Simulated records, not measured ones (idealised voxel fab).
Process module name: voxel self aligned contacts
Section shown: cut. Width: 290 nm. Cell size: 5 nm, square.
How to read a cross-section here: the picture is a grid of square cells, written as bands going from the top down, and any band can span one or more rows of cells.
Basically the band line says how high the top is and how high the bottom is, in nm, and then what's in it from left to right, every material with its width in nm. Empty space shows up as "air", and if a single material carries "throughout" it runs the full band edge to edge.
Height reference: 0 = level under which incoming wafer is all one material. Lowest band: no bottom, runs on downward, e.g. "0..down".
Width spec "30 to 40" -> top row of cells at first value, bottom row at second value, equal per-row change in between.
For the purposes of this document, the phrase "no alterations made" attached to a step denotes that no cell within the cross-section was modified by that step.
Empty spaces without an open route to the top, at least 8 cells in extent, make up the entry "Entrapped void list"; each is given as width x height at distance, where the distance is measured from the left edge, and all are in nm.
Read whatever lies past the settings on a step's line as the simulator's own remark about the step.
Steps that use a mask can have "overlay nm" on their line. It says how far the mask sat to the right of where it was meant to be. Negative means to the left.

[List of planned process steps]
1,RECEIVE | material Si
2,CONFORMAL_DEP | material SiO2 | thk nm 5
3,DIRECTIONAL_DEP | material polySi | thk nm 25
4,DIRECTIONAL_DEP | material SiN | thk nm 20
5,DIRECTIONAL_DEP | material aC | thk nm 10
6,PATTERN | tone cover | mask id GATE | material resist | width nm 35 | pitch nm 60 | thk nm 25 | overlay nm 0
7,DIRECTIONAL_ETCH | etch materials aC | depth nm 10
8,STRIP | etch materials resist
9,DIRECTIONAL_ETCH | etch materials SiN | depth nm 20
10,DIRECTIONAL_ETCH | etch materials polySi | depth nm 25
11,STRIP | etch materials aC
12,CONFORMAL_DEP | material SiN | thk nm 5
13,DIRECTIONAL_ETCH | etch materials SiN | depth nm 5
14,FILL_DEP | material SiO2 | thk nm 10
15,CMP | height nm 55
16,MASKED_ETCH | tone open | mask id CONTACT | width nm 35 | etch materials SiO2 | depth nm 55 | overlay nm 0
17,CONFORMAL_DEP | material TiN | thk nm 5
18,FILL_DEP | material W | thk nm 5
19,CMP | height nm 55
20,CONFORMAL_DEP | material SiN | thk nm 5

[Shown in cross-section is the wafer as received, that is, as it stands after step 1]
* 0..down = Si throughout
* Entrapped void list: none

[Final wafer profile in cross-section after the module, from the same start and plan as above, with one mistake made during processing]
* 60..55 = SiN throughout
* 55..50 = SiO2: 125 | TiN: 15 | W: 5 | TiN: 15 | SiO2: 130
* 50..35 = SiO2: 90 | SiN: 45 | TiN: 5 | W: 5 | TiN: 5 | SiN: 45 | SiO2: 95
* 35..30 = SiO2: 90 | SiN: 45 | TiN: 15 | SiN: 45 | SiO2: 95
* 30..5 = TiN throughout
* 5..0 = SiO2 throughout
* 0..down = Si throughout
* Entrapped void list: none
Here's what went sideways: step 3 changed vs plan, executed as DIRECTIONAL_DEP | material TiN | thk nm 25
